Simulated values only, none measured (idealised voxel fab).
The name of this process module is voxel quadruple lines.
Square cell edge 5 nm, section width 230 nm, ID cut.
A cross-section is written here as square cells arranged in a grid, and it is given in bands from the top down, each band taking up one or more rows of cells. It is stipulated that each band's entry specify, in nanometres, the height of the top of the band and then that of its bottom, followed by the materials of the band in left-to-right sequence, each together with its width in nanometres. A single material marked by the word "full width" is understood to fill the band from edge to edge; the word "blank" is understood to denote empty space. For the purposes of this specification, 0 denotes the height below which the wafer in its as-received condition is composed wholly of one material, and the lowermost band, lacking a lower limit, extends downward without end, as expressed in "0 -> down". With a width like "30..40", each row of cells in the band differs from the next by the same amount, the top row carrying the first number and the bottom row the second. A step reported as "remained unchanged" is a step in which no cell of the cross-section changed. The list in "Sealed-off cavities" covers empty spaces of 8 cells or more that cannot reach the top through any open way, and it gives each as width x height at distance; the distance is from the left edge, and width, height and distance are in nm. What comes after the settings on a step's line is commentary from the simulator itself on that step. "overlay nm" on a masked step: distance the mask lay right of its planned place, negative for left. From here on the document is pairs. In a pair, the cross-section before one process step comes with the cross-section after it, and the latter goes no deeper than the lowest band that changed. What lies in between, the step and its settings, is written under the pair. A pair may be from a different run of this module on the same starting wafer than the pair above it, so it continues from that pair only where its entry headed "Pre-process state" says so.
**Pre-process state**
> 35 -> 30 = 75 of blank / 25 of SiCN / 15 of blank / 25 of SiCN / 90 of blank
> 30 -> 20 = 75 of blank / 5 of SiCN / 15 of polySi / 5 of SiCN / 15 of blank / 5 of SiCN / 15 of polySi / 5 of SiCN / 90 of blank
> 20 -> 15 = 80 of SiCN / 15 of polySi / 25 of SiCN / 15 of polySi / 95 of SiCN
> 15 -> 5 = TiN full width
> 5 -> 0 = SiO2 full width
> 0 -> down = Si full width
> Sealed-off cavities: none
**Step Result**
> 30 -> 15 = 75 of blank / 5 of SiCN / 15 of polySi / 5 of SiCN / 15 of blank / 5 of SiCN / 15 of polySi / 5 of SiCN / 90 of blank
> Below a height of 15, the structure has not been altered.
> Sealed-off cavities: none
So what happened between those two cross-sections up there? op DIRECTIONAL_ETCH | etch materials SiCN | depth nm 5
Pre-process state: this step begins from the cross-section that the pair just above shows after its step.
**Step Result**
> 30 -> 15 = 75 of blank / 5 of SiCN / 15 of blank / 5 of SiCN / 15 of blank / 5 of SiCN / 15 of blank / 5 of SiCN / 90 of blank
> Below a height of 15, the structure has not been altered.
> Sealed-off cavities: none
So what happened between those two cross-sections up there? op STRIP | etch materials polySi
Pre-process state: this step begins from the cross-section that the pair just above shows after its step.
**Step Result**
> 30 -> 15 = 75 of blank / 5 of SiCN / 15 of blank / 5 of SiCN / 15 of blank / 5 of SiCN / 15 of blank / 5 of SiCN / 90 of blank
> 15 -> 5 = 75 of blank / 5 of TiN / 15 of blank / 5 of TiN / 15 of blank / 5 of TiN / 15 of blank / 5 of TiN / 90 of blank
> Below a height of 5, the structure has not been altered.
> Sealed-off cavities: none
So what happened between those two cross-sections up there? op DIRECTIONAL_ETCH | etch materials TiN | depth nm 10
Pre-process state: this step begins from the cross-section that the pair just above shows after its step.
**Step Result**
> 15 -> 5 = 75 of blank / 5 of TiN / 15 of blank / 5 of TiN / 15 of blank / 5 of TiN / 15 of blank / 5 of TiN / 90 of blank
> Below a height of 5, the structure has not been altered.
> Sealed-off cavities: none
So what happened between those two cross-sections up there? op STRIP | etch materials SiCN
Pre-process state: this step begins from the cross-section that the pair just above shows after its step.
**Step Result**
> 20 -> 15 = SiO2 full width
> 15 -> 5 = 75 of SiO2 / 5 of TiN / 15 of SiO2 / 5 of TiN / 15 of SiO2 / 5 of TiN / 15 of SiO2 / 5 of TiN / 90 of SiO2
> Below a height of 5, the structure has not been altered.
> Sealed-off cavities: none
So what happened between those two cross-sections up there? op FILL_DEP | material SiO2 | thk nm 5
Pre-process state: this step begins from the cross-section that the pair just above shows after its step.
**Step Result**
> 15 -> 5 = 75 of SiO2 / 5 of TiN / 15 of SiO2 / 5 of TiN / 15 of SiO2 / 5 of TiN / 15 of SiO2 / 5 of TiN / 90 of SiO2
> Below a height of 5, the structure has not been altered.
> Sealed-off cavities: none
So what happened between those two cross-sections up there? op CMP | height nm 15
**Pre-process state**
> 0 -> down = Si full width
> Sealed-off cavities: none
**Step Result**
> 5 -> 0 = aC full width
> Below a height of 0, the structure has not been altered.
> Sealed-off cavities: none
So what happened between those two cross-sections up there? op CONFORMAL_DEP | material aC | thk nm 5
Pre-process state: this step begins from the cross-section that the pair just above shows after its step.
**Step Result**
> 15 -> 5 = TiN full width
> Below a height of 5, the structure has not been altered.
> Sealed-off cavities: none
So what happened between those two cross-sections up there? op DIRECTIONAL_DEP | material TiN | thk nm 10
Pre-process state: this step begins from the cross-section that the pair just above shows after its step.
**Step Result**
> 30 -> 15 = polySi full width
> Below a height of 15, the structure has not been altered.
> Sealed-off cavities: none
So what happened between those two cross-sections up there? op DIRECTIONAL_DEP | material polySi | thk nm 15
Pre-process state: this step begins from the cross-section that the pair just above shows after its step.
**Step Result**
> 50 -> 30 = aC full width
> Below a height of 30, the structure has not been altered.
> Sealed-off cavities: none
So what happened between those two cross-sections up there? op DIRECTIONAL_DEP | material aC | thk nm 20
Pre-process state: this step begins from the cross-section that the pair just above shows after its step.
**Step Result**
> 75 -> 50 = 100 of blank / 25 of resist / 105 of blank
> Below a height of 50, the structure has not been altered.
> Sealed-off cavities: none
So what happened between those two cross-sections up there? op PATTERN | tone cover | mask id MANDREL | material resist | width nm 25 | thk nm 25 | overlay nm 0
Pre-process state: this step begins from the cross-section that the pair just above shows after its step.
**Step Result**
> 55 -> 50 = 100 of blank / 25 of resist / 105 of blank
> 50 -> 30 = 100 of blank / 25 of aC / 105 of blank
> Below a height of 30, the structure has not been altered.
> Sealed-off cavities: none
So what happened between those two cross-sections up there? op DIRECTIONAL_ETCH | etch materials aC | depth nm 20
Pre-process state: this step begins from the cross-section that the pair just above shows after its step.
**Step Result**
> 50 -> 30 = 100 of blank / 25 of aC / 105 of blank
> Below a height of 30, the structure has not been altered.
> Sealed-off cavities: none
So what happened between those two cross-sections up there? op STRIP | etch materials resist
Pre-process state: this step begins from the cross-section that the pair just above shows after its step.
**Step Result**
> 65 -> 50 = 85 of blank / 55 of SiO2 / 90 of blank
> 50 -> 45 = 85 of blank / 15 of SiO2 / 25 of aC / 15 of SiO2 / 90 of blank
> 45 -> 30 = 100 of SiO2 / 25 of aC / 105 of SiO2
> Below a height of 30, the structure has not been altered.
> Sealed-off cavities: none
So what happened between those two cross-sections up there? op CONFORMAL_DEP | material SiO2 | thk nm 15
Pre-process state: this step begins from the cross-section that the pair just above shows after its step.
**Step Result**
> 50 -> 30 = 85 of blank / 15 of SiO2 / 25 of aC / 15 of SiO2 / 90 of blank
> Below a height of 30, the structure has not been altered.
> Sealed-off cavities: none
So what happened between those two cross-sections up there? op DIRECTIONAL_ETCH | etch materials SiO2 | depth nm 15
Pre-process state: this step begins from the cross-section that the pair just above shows after its step.
**Step Result**
> 50 -> 30 = 85 of blank / 15 of SiO2 / 25 of blank / 15 of SiO2 / 90 of blank
> Below a height of 30, the structure has not been altered.
> Sealed-off cavities: none
So what happened between those two cross-sections up there? op STRIP | etch materials aC
Pre-process state: this step begins from the cross-section that the pair just above shows after its step.
**Step Result**
> 50 -> 30 = 85 of blank / 15 of SiO2 / 25 of blank / 15 of SiO2 / 90 of blank
> 30 -> 15 = 85 of blank / 15 of polySi / 25 of blank / 15 of polySi / 90 of blank
> Below a height of 15, the structure has not been altered.
> Sealed-off cavities: none
So what happened between those two cross-sections up there? op DIRECTIONAL_ETCH | etch materials polySi | depth nm 15
Pre-process state: this step begins from the cross-section that the pair just above shows after its step.
**Step Result**
> 30 -> 15 = 85 of blank / 15 of polySi / 25 of blank / 15 of polySi / 90 of blank
> Below a height of 15, the structure has not been altered.
> Sealed-off cavities: none
So what happened between those two cross-sections up there? op STRIP | etch materials SiO2
Pre-process state: this step begins from the cross-section that the pair just above shows after its step.
**Step Result**
> 35 -> 30 = 80 of blank / 25 of SiCN / 15 of blank / 25 of SiCN / 85 of blank
> 30 -> 20 = 80 of blank / 5 of SiCN / 15 of polySi / 5 of SiCN / 15 of blank / 5 of SiCN / 15 of polySi / 5 of SiCN / 85 of blank
> 20 -> 15 = 85 of SiCN / 15 of polySi / 25 of SiCN / 15 of polySi / 90 of SiCN
> Below a height of 15, the structure has not been altered.
> Sealed-off cavities: none
So what happened between those two cross-sections up there? op CONFORMAL_DEP | material SiCN | thk nm 5
Pre-process state: this step begins from the cross-section that the pair just above shows after its step.
**Step Result**
> 30 -> 15 = 80 of blank / 5 of SiCN / 15 of polySi / 5 of SiCN / 15 of blank / 5 of SiCN / 15 of polySi / 5 of SiCN / 85 of blank
> Below a height of 15, the structure has not been altered.
> Sealed-off cavities: none
So what happened between those two cross-sections up there? op DIRECTIONAL_ETCH | etch materials SiCN | depth nm 5
Pre-process state: this step begins from the cross-section that the pair just above shows after its step.
**Step Result**
> 30 -> 15 = 80 of blank / 5 of SiCN / 15 of blank / 5 of SiCN / 15 of blank / 5 of SiCN / 15 of blank / 5 of SiCN / 85 of blank
> Below a height of 15, the structure has not been altered.
> Sealed-off cavities: none
So what happened between those two cross-sections up there? op STRIP | etch materials polySi
Pre-process state: this step begins from the cross-section that the pair just above shows after its step.
**Step Result**
> 30 -> 15 = 80 of blank / 5 of SiCN / 15 of blank / 5 of SiCN / 15 of blank / 5 of SiCN / 15 of blank / 5 of SiCN / 85 of blank
> 15 -> 5 = 80 of blank / 5 of TiN / 15 of blank / 5 of TiN / 15 of blank / 5 of TiN / 15 of blank / 5 of TiN / 85 of blank
> Below a height of 5, the structure has not been altered.
> Sealed-off cavities: none
So what happened between those two cross-sections up there? op DIRECTIONAL_ETCH | etch materials TiN | depth nm 10
Pre-process state: this step begins from the cross-section that the pair just above shows after its step.
**Step Result**
> 15 -> 5 = 80 of blank / 5 of TiN / 15 of blank / 5 of TiN / 15 of blank / 5 of TiN / 15 of blank / 5 of TiN / 85 of blank
> Below a height of 5, the structure has not been altered.
> Sealed-off cavities: none
So what happened between those two cross-sections up there? op STRIP | etch materials SiCN
Pre-process state: this step begins from the cross-section that the pair just above shows after its step.
**Step Result**
> 20 -> 15 = SiO2 full width
> 15 -> 5 = 80 of SiO2 / 5 of TiN / 15 of SiO2 / 5 of TiN / 15 of SiO2 / 5 of TiN / 15 of SiO2 / 5 of TiN / 85 of SiO2
> Below a height of 5, the structure has not been altered.
> Sealed-off cavities: none
So what happened between those two cross-sections up there? op FILL_DEP | material SiO2 | thk nm 5
Pre-process state: this step begins from the cross-section that the pair just above shows after its step.
**Step Result**
> 15 -> 5 = 80 of SiO2 / 5 of TiN / 15 of SiO2 / 5 of TiN / 15 of SiO2 / 5 of TiN / 15 of SiO2 / 5 of TiN / 85 of SiO2
> Below a height of 5, the structure has not been altered.
> Sealed-off cavities: none
So what happened between those two cross-sections up there? op CMP | height nm 15
**Pre-process state**
> 50 -> 30 = aC full width
> 30 -> 15 = polySi full width
> 15 -> 5 = TiN full width
> 5 -> 0 = SiO2 full width
> 0 -> down = Si full width
> Sealed-off cavities: none
**Step Result**
> 75 -> 50 = 100 of resist / 25 of blank / 105 of resist
> Below a height of 50, the structure has not been altered.
> Sealed-off cavities: none
So what happened between those two cross-sections up there? op PATTERN | tone open | mask id MANDREL | material resist | width nm 25 | thk nm 25 | overlay nm 0
Pre-process state: this step begins from the cross-section that the pair just above shows after its step.
**Step Result**
> 55 -> 50 = 100 of resist / 25 of blank / 105 of resist
> 50 -> 30 = 100 of aC / 25 of blank / 105 of aC
> Below a height of 30, the structure has not been altered.
> Sealed-off cavities: none
So what happened between those two cross-sections up there? op DIRECTIONAL_ETCH | etch materials aC | depth nm 20
Pre-process state: this step begins from the cross-section that the pair just above shows after its step.
**Step Result**
> 50 -> 30 = 100 of aC / 25 of blank / 105 of aC
> Below a height of 30, the structure has not been altered.
> Sealed-off cavities: none
So what happened between those two cross-sections up there? op STRIP | etch materials resist
Pre-process state: this step begins from the cross-section that the pair just above shows after its step.
**Step Result**
> 65 -> 50 = SiO2 full width
> 50 -> 30 = 100 of aC / 25 of SiO2 / 105 of aC
> Below a height of 30, the structure has not been altered.
> Sealed-off cavities: none
So what happened between those two cross-sections up there? op CONFORMAL_DEP | material SiO2 | thk nm 15
Pre-process state: this step begins from the cross-section that the pair just above shows after its step.
**Step Result**
> 50 -> 30 = 100 of aC / 25 of SiO2 / 105 of aC
> Below a height of 30, the structure has not been altered.
> Sealed-off cavities: none
So what happened between those two cross-sections up there? op DIRECTIONAL_ETCH | etch materials SiO2 | depth nm 15
Pre-process state: this step begins from the cross-section that the pair just above shows after its step.
**Step Result**
> 50 -> 30 = 100 of blank / 25 of SiO2 / 105 of blank
> Below a height of 30, the structure has not been altered.
> Sealed-off cavities: none
So what happened between those two cross-sections up there? op STRIP | etch materials aC
Pre-process state: this step begins from the cross-section that the pair just above shows after its step.
**Step Result**
> 50 -> 30 = 100 of blank / 25 of SiO2 / 105 of blank
> 30 -> 15 = 100 of blank / 25 of polySi / 105 of blank
> Below a height of 15, the structure has not been altered.
> Sealed-off cavities: none
So what happened between those two cross-sections up there? op DIRECTIONAL_ETCH | etch materials polySi | depth nm 15
Pre-process state: this step begins from the cross-section that the pair just above shows after its step.
**Step Result**
> 30 -> 15 = 100 of blank / 25 of polySi / 105 of blank
> Below a height of 15, the structure has not been altered.
> Sealed-off cavities: none
So what happened between those two cross-sections up there? op STRIP | etch materials SiO2
Pre-process state: this step begins from the cross-section that the pair just above shows after its step.
**Step Result**
> 35 -> 30 = 95 of blank / 35 of SiCN / 100 of blank
> 30 -> 20 = 95 of blank / 5 of SiCN / 25 of polySi / 5 of SiCN / 100 of blank
> 20 -> 15 = 100 of SiCN / 25 of polySi / 105 of SiCN
> Below a height of 15, the structure has not been altered.
> Sealed-off cavities: none
So what happened between those two cross-sections up there? op CONFORMAL_DEP | material SiCN | thk nm 5
Pre-process state: this step begins from the cross-section that the pair just above shows after its step.
**Step Result**
> 30 -> 15 = 95 of blank / 5 of SiCN / 25 of polySi / 5 of SiCN / 100 of blank
> Below a height of 15, the structure has not been altered.
> Sealed-off cavities: none
So what happened between those two cross-sections up there? op DIRECTIONAL_ETCH | etch materials SiCN | depth nm 5
Pre-process state: this step begins from the cross-section that the pair just above shows after its step.
**Step Result**
> 30 -> 15 = 95 of blank / 5 of SiCN / 25 of blank / 5 of SiCN / 100 of blank
> Below a height of 15, the structure has not been altered.
> Sealed-off cavities: none
So what happened between those two cross-sections up there? op STRIP | etch materials polySi
Pre-process state: this step begins from the cross-section that the pair just above shows after its step.
**Step Result**
> 30 -> 15 = 95 of blank / 5 of SiCN / 25 of blank / 5 of SiCN / 100 of blank
> 15 -> 5 = 95 of blank / 5 of TiN / 25 of blank / 5 of TiN / 100 of blank
> Below a height of 5, the structure has not been altered.
> Sealed-off cavities: none
So what happened between those two cross-sections up there? op DIRECTIONAL_ETCH | etch materials TiN | depth nm 10
Pre-process state: this step begins from the cross-section that the pair just above shows after its step.
**Step Result**
> 15 -> 5 = 95 of blank / 5 of TiN / 25 of blank / 5 of TiN / 100 of blank
> Below a height of 5, the structure has not been altered.
> Sealed-off cavities: none
So what happened between those two cross-sections up there? op STRIP | etch materials SiCN
Pre-process state: this step begins from the cross-section that the pair just above shows after its step.
**Step Result**
> 20 -> 15 = SiO2 full width
> 15 -> 5 = 95 of SiO2 / 5 of TiN / 25 of SiO2 / 5 of TiN / 100 of SiO2
> Below a height of 5, the structure has not been altered.
> Sealed-off cavities: none
So what happened between those two cross-sections up there? op FILL_DEP | material SiO2 | thk nm 5
Pre-process state: this step begins from the cross-section that the pair just above shows after its step.
**Step Result**
> 15 -> 5 = 95 of SiO2 / 5 of TiN / 25 of SiO2 / 5 of TiN / 100 of SiO2
> Below a height of 5, the structure has not been altered.
> Sealed-off cavities: none
So what happened between those two cross-sections up there? op CMP | height nm 15
